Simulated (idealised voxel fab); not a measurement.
This is a process module. Its name is voxel released beams.
For reference, the cross-section in this document is cut, with width 255 nm and square cells of 5 nm.
When this document writes out a cross-section, it uses a grid of square cells and lists it as bands, beginning at the top and moving down, with a band standing for one or more rows of cells. Each band's line starts with the height of the band's top and of its bottom, in nm. Then come its materials from left to right, each with its width in nm. One material with "all across" fills the band from edge to edge. "empty" is empty space. Convention: height 0 is the level below which the wafer, as received, is all one material. The lowest band does not terminate at the bottom but continues downward, represented as "0..down". Per-row width for "30 to 40": begins at first number (top row of band), ends at second number (bottom row), increment between rows held constant. Where a step carries "remained unchanged", the cross-section came out of it unchanged, cell for cell. Basically, "Fully sealed voids" tells you about the enclosed voids: empty spaces with no open way to the top, 8 cells or bigger, each written width x height at distance, where distance is from the left edge, all in nm. Heads up: the bit after the settings on a step's line is the simulator's remark on that step. When a step includes a mask, the "overlay nm" setting on its line states how far to the right of its planned place that mask lay, and negative values state how far to the left.
INTENDED PROCESS STEPS
1) op RECEIVE | material Si
2) op CONFORMAL_DEP | material SiN | thk nm 5
3) op DIRECTIONAL_DEP | material SiO2 | thk nm 20
4) op MASKED_ETCH | tone open | mask id ANCHOR | width nm 40 | etch materials SiO2 | depth nm 20 | overlay nm 0
5) op CONFORMAL_DEP | material TiN | thk nm 15
6) op DIRECTIONAL_DEP | material aC | thk nm 10
7) op PATTERN | tone cover | mask id BEAM | material resist | width nm 85 | thk nm 25 | overlay nm 0
8) op DIRECTIONAL_ETCH | etch materials aC | depth nm 10
9) op STRIP | etch materials resist
10) op DIRECTIONAL_ETCH | etch materials TiN | depth nm 15
11) op STRIP | etch materials aC
12) op STRIP | etch materials SiO2
INCOMING WAFER IN CROSS-SECTION (STATE: AFTER STEP 1)
0..down: Si all across
Fully sealed voids: none
SAME STARTING WAFER, SAME PLAN AS ABOVE, ONE MISTAKE IN THE EXECUTION; THIS IS THE CROSS-SECTION AT THE END OF THE MODULE
40..25: 85 empty, 15 TiN, 10 empty, 50 TiN, 95 empty
25..20: 85 empty, 15 TiN, 10 empty, 15 TiN, 130 empty
20..5: 85 empty, 40 TiN, 130 empty
5..0: SiN all across
0..down: Si all across
Fully sealed voids: none
What was done differently from what was planned? step 7 was not run as planned; what actually ran was op PATTERN | tone cover | mask id BEAM | material resist | width nm 75 | thk nm 25 | overlay nm 0
